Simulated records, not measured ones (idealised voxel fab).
process module | voxel wiring stack
cross-section cut | 260 nm wide | cells 5 nm
A cross-section is a grid of square cells, given in bands from the top down. A band is one or more rows of cells.
Each band's line starts with the height of the band's top and of its bottom, in nm. Then come its materials from left to right, each with its width in nm. One material with "throughout" fills the band from edge to edge. "air" is empty space.
Height 0 is the level under which the wafer as received is all one material. The lowest band goes on downwards, as in "0 down".
A width such as "30 to 40" changes by the same amount from each row of cells to the next, from the band's top row to its bottom row.
"no change" after a step means that no cell of the cross-section changed.
closed voids: empty space of 8 cells or more with no open way to the top, each as width x height at its distance from the left edge, in nm
after a step's settings: what the simulator itself notes on the step
overlay nm, on a step with a mask: how far to the right of its planned place the mask lay; to the left if negative
plan
1 op RECEIVE | material Si
2 op CONFORMAL_DEP | material SiO2 | thk nm 15
3 op CONFORMAL_DEP | material SiN | thk nm 5
4 op DIRECTIONAL_DEP | material lowk | thk nm 25
5 op DIRECTIONAL_DEP | material aC | thk nm 10
6 op PATTERN | tone open | mask id METAL_1 | material resist | width nm 25 | pitch nm 40 | thk nm 30 | overlay nm 0
7 op DIRECTIONAL_ETCH | etch materials aC | depth nm 10
8 op STRIP | etch materials resist
9 op DIRECTIONAL_ETCH | etch materials lowk | depth nm 25
10 op DIRECTIONAL_ETCH | etch materials SiN | depth nm 5
11 op STRIP | etch materials aC
12 op CONFORMAL_DEP | material TiN | thk nm 5
13 op FILL_DEP | material Ru | thk nm 10
14 op CMP | height nm 45
15 op EPI | material Ru | thk nm 5
16 op FILL_DEP | material SiCN | thk nm 5
17 op DIRECTIONAL_DEP | material lowk | thk nm 30
18 op DIRECTIONAL_DEP | material aC | thk nm 10
19 op PATTERN | tone open | mask id METAL_2_HOLES | material resist | width nm 15 | pitch nm 40 | thk nm 25 | overlay nm 0
20 op DIRECTIONAL_ETCH | etch materials aC | depth nm 10
21 op STRIP | etch materials resist
22 op DIRECTIONAL_ETCH | etch materials lowk | depth nm 30
23 op STRIP | etch materials aC
24 op PATTERN | tone open | mask id METAL_2 | material resist | width nm 25 | pitch nm 40 | thk nm 15 | overlay nm 0
25 op DIRECTIONAL_ETCH | etch materials lowk | depth nm 15
26 op DIRECTIONAL_ETCH | etch materials SiCN | depth nm 5
27 op STRIP | etch materials resist
28 op CONFORMAL_DEP | material TiN | thk nm 5
29 op FILL_DEP | material Cu | thk nm 5
30 op CMP | height nm 85
31 op CONFORMAL_DEP | material SiN | thk nm 5
as received, after step 1
  0 down: Si throughout
  closed voids: none
first wafer at the end, as planned
  90 to 85: SiN throughout
  85 to 75: lowk 55 | TiN 5 | Cu 15 | TiN 5 | lowk 15 | TiN 5 | Cu 15 | TiN 5 | lowk 15 | TiN 5 | Cu 15 | TiN 5 | lowk 15 | TiN 5 | Cu 15 | TiN 5 | lowk 60
  75 to 70: lowk 55 | TiN 5 | Cu 5 | TiN 15 | lowk 15 | TiN 5 | Cu 5 | TiN 15 | lowk 15 | TiN 5 | Cu 5 | TiN 15 | lowk 15 | TiN 5 | Cu 5 | TiN 15 | lowk 60
  70 to 55: lowk 55 | TiN 5 | Cu 5 | TiN 5 | lowk 25 | TiN 5 | Cu 5 | TiN 5 | lowk 25 | TiN 5 | Cu 5 | TiN 5 | lowk 25 | TiN 5 | Cu 5 | TiN 5 | lowk 70
  55 to 50: SiCN 55 | TiN 15 | SiCN 25 | TiN 15 | SiCN 25 | TiN 15 | SiCN 25 | TiN 15 | SiCN 70
  50 to 45: SiCN 50 | Ru 35 | SiCN 5 | Ru 35 | SiCN 5 | Ru 35 | SiCN 5 | Ru 35 | SiCN 55
  45 to 20: lowk 55 | TiN 5 | Ru 15 | TiN 5 | lowk 15 | TiN 5 | Ru 15 | TiN 5 | lowk 15 | TiN 5 | Ru 15 | TiN 5 | lowk 15 | TiN 5 | Ru 15 | TiN 5 | lowk 60
  20 to 15: SiN 55 | TiN 25 | SiN 15 | TiN 25 | SiN 15 | TiN 25 | SiN 15 | TiN 25 | SiN 60
  15 to 0: SiO2 throughout
  0 down: Si throughout
  closed voids: none
second wafer at the end: like start, like plan, one mistake
  90 to 85: SiN throughout
  85 to 75: lowk 55 | TiN 5 | Cu 15 | TiN 5 | lowk 15 | TiN 5 | Cu 15 | TiN 5 | lowk 15 | TiN 5 | Cu 15 | TiN 5 | lowk 15 | TiN 5 | Cu 15 | TiN 5 | lowk 60
  75 to 70: lowk 55 | TiN 5 | Cu 5 | TiN 15 | lowk 15 | TiN 5 | Cu 5 | TiN 15 | lowk 15 | TiN 5 | Cu 5 | TiN 15 | lowk 15 | TiN 5 | Cu 5 | TiN 15 | lowk 60
  70 to 55: lowk 55 | TiN 5 | Cu 5 | TiN 5 | lowk 25 | TiN 5 | Cu 5 | TiN 5 | lowk 25 | TiN 5 | Cu 5 | TiN 5 | lowk 25 | TiN 5 | Cu 5 | TiN 5 | lowk 70
  55 to 50: SiCN 55 | TiN 15 | SiCN 25 | TiN 15 | SiCN 25 | TiN 15 | SiCN 25 | TiN 15 | SiCN 70
  50 to 45: Ru 60 | SiCN 15 | Ru 25 | SiCN 15 | Ru 25 | SiCN 15 | Ru 25 | SiCN 15 | Ru 65
  45 to 20: Ru 50 | TiN 5 | lowk 25 | TiN 5 | Ru 5 | TiN 5 | lowk 25 | TiN 5 | Ru 5 | TiN 5 | lowk 25 | TiN 5 | Ru 5 | TiN 5 | lowk 25 | TiN 5 | Ru 55
  20 to 15: TiN 55 | SiN 25 | TiN 15 | SiN 25 | TiN 15 | SiN 25 | TiN 15 | SiN 25 | TiN 60
  15 to 0: SiO2 throughout
  0 down: Si throughout
  closed voids: none
what went wrong: step 6 ran as: op PATTERN | tone cover | mask id METAL_1 | material resist | width nm 25 | pitch nm 40 | thk nm 30 | overlay nm 0
at the end the second wafer has, in cells: 72 more of Ru | 12 fewer of SiCN | 12 fewer of SiN | 12 more of TiN | 60 fewer of lowk
